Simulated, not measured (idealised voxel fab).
process module | voxel capacitor over wiring
cross-section cut | 185 nm wide | cells 5 nm
A cross-section is a grid of square cells, given in bands from the top down. A band is one or more rows of cells.
Each band's line starts with the height of the band's top and of its bottom, in nm. Then come its materials from left to right, each with its width in nm. One material with "throughout" fills the band from edge to edge. "air" is empty space.
Height 0 is the level under which the wafer as received is all one material. The lowest band goes on downwards, as in "0 down".
A width such as "30 to 40" changes by the same amount from each row of cells to the next, from the band's top row to its bottom row.
"no change" after a step means that no cell of the cross-section changed.
closed voids: empty space of 8 cells or more with no open way to the top, each as width x height at its distance from the left edge, in nm
after a step's settings: what the simulator itself notes on the step
overlay nm, on a step with a mask: how far to the right of its planned place the mask lay; to the left if negative
plan
1 op RECEIVE | material Si
2 op CONFORMAL_DEP | material SiO2 | thk nm 15
3 op CONFORMAL_DEP | material SiCN | thk nm 5
4 op DIRECTIONAL_DEP | material lowk | thk nm 20
5 op DIRECTIONAL_DEP | material aC | thk nm 15
6 op PATTERN | tone open | mask id METAL_1 | material resist | width nm 20 | pitch nm 75 | thk nm 35 | overlay nm 0
7 op DIRECTIONAL_ETCH | etch materials aC | depth nm 15
8 op STRIP | etch materials resist
9 op DIRECTIONAL_ETCH | etch materials lowk | depth nm 20
10 op DIRECTIONAL_ETCH | etch materials SiCN | depth nm 5
11 op STRIP | etch materials aC
12 op CONFORMAL_DEP | material TiN | thk nm 5
13 op FILL_DEP | material W | thk nm 5
14 op CMP | height nm 40
15 op CONFORMAL_DEP | material SiCN | thk nm 5
16 op DIRECTIONAL_DEP | material SiO2 | thk nm 15
17 op PATTERN | tone open | mask id PLUG_1 | material resist | width nm 15 | thk nm 20 | overlay nm 0
18 op DIRECTIONAL_ETCH | etch materials SiO2 | depth nm 15
19 op DIRECTIONAL_ETCH | etch materials SiCN | depth nm 5
20 op STRIP | etch materials resist
21 op EPI | material Ru | thk nm 10
22 op EPI | material Ru | thk nm 10
23 op DIRECTIONAL_DEP | material TiN | thk nm 5
24 op DIRECTIONAL_DEP | material Al2O3 | thk nm 5
25 op DIRECTIONAL_DEP | material TiN | thk nm 5
26 op DIRECTIONAL_DEP | material aC | thk nm 15
27 op PATTERN | tone cover | mask id UPPER_PLATE | material resist | width nm 60 | thk nm 30 | overlay nm 0
28 op DIRECTIONAL_ETCH | etch materials aC | depth nm 15
29 op STRIP | etch materials resist
30 op DIRECTIONAL_ETCH | etch materials TiN | depth nm 5
31 op DIRECTIONAL_ETCH | etch materials Al2O3 | depth nm 5
32 op STRIP | etch materials aC
33 op PATTERN | tone cover | mask id LOWER_PLATE | material resist | width nm 70 | thk nm 20 | overlay nm 0
34 op DIRECTIONAL_ETCH | etch materials TiN | depth nm 5
35 op STRIP | etch materials resist
36 op FILL_DEP | material SiO2 | thk nm 15
37 op CMP | height nm 85
38 op MASKED_ETCH | tone open | mask id PLUG_2 | width nm 15 | etch materials SiO2 | depth nm 10 | overlay nm 0
39 op CONFORMAL_DEP | material TiN | thk nm 5
40 op FILL_DEP | material Ru | thk nm 5
41 op CMP | height nm 85
42 op CONFORMAL_DEP | material SiN | thk nm 5
as received, after step 1
  0 down: Si throughout
  closed voids: none
first wafer at the end, as planned
  90 to 85: SiN throughout
  85 to 80: SiO2 60 | TiN 5 | Ru 5 | TiN 5 | SiO2 110
  80 to 70: SiO2 60 to 50 | TiN 15 to 60 | SiO2 110 to 75
  70 to 65: SiO2 50 | Al2O3 60 | SiO2 75
  65 to 60: SiO2 45 | TiN 70 | SiO2 70
  60 to 45: SiO2 50 | Ru 15 | SiO2 120
  45 to 40: SiCN 50 | Ru 15 | SiCN 120
  40 to 20: lowk 45 | TiN 5 | W 10 | TiN 5 | lowk 55 | TiN 5 | W 10 | TiN 5 | lowk 45
  20 to 15: SiCN 45 | TiN 20 | SiCN 55 | TiN 20 | SiCN 45
  15 to 0: SiO2 throughout
  0 down: Si throughout
  closed voids: none
second wafer at the end: like start, like plan, one mistake
  90 to 85: SiN throughout
  85 to 80: SiO2 60 | TiN 5 | Ru 5 | TiN 5 | SiO2 110
  80 to 75: SiO2 60 | TiN 15 | SiO2 110
  75 to 70: SiO2 50 | TiN 15 | SiO2 35 | TiN 10 | SiO2 75
  70 to 65: SiO2 50 | Al2O3 15 | SiO2 35 | Al2O3 10 | SiO2 75
  65 to 60: SiO2 45 | TiN 20 | SiO2 35 | TiN 15 | SiO2 70
  60 to 55: SiO2 25 | Ru 25 | SiO2 50 | Ru 60 | SiO2 25
  55 to 50: SiO2 25 | Ru 25 | SiO2 15 | TiN 35 | Ru 60 | SiO2 25
  50 to 45: SiO2 25 | Ru 25 | SiO2 15 | Al2O3 35 | Ru 60 | SiO2 25
  45 to 40: SiO2 25 | Ru 25 | SiCN 15 | TiN 35 | Ru 60 | SiO2 25
  40 to 20: lowk 45 | TiN 5 | W 10 | TiN 5 | lowk 55 | TiN 5 | W 10 | TiN 5 | lowk 45
  20 to 15: SiCN 45 | TiN 20 | SiCN 55 | TiN 20 | SiCN 45
  15 to 0: SiO2 throughout
  0 down: Si throughout
  closed voids: none
what went wrong: step 17 ran as: op PATTERN | tone cover | mask id PLUG_1 | material resist | width nm 15 | thk nm 20 | overlay nm 0
at the end the second wafer has, in cells: 56 more of Ru | 31 fewer of SiCN | 25 fewer of SiO2
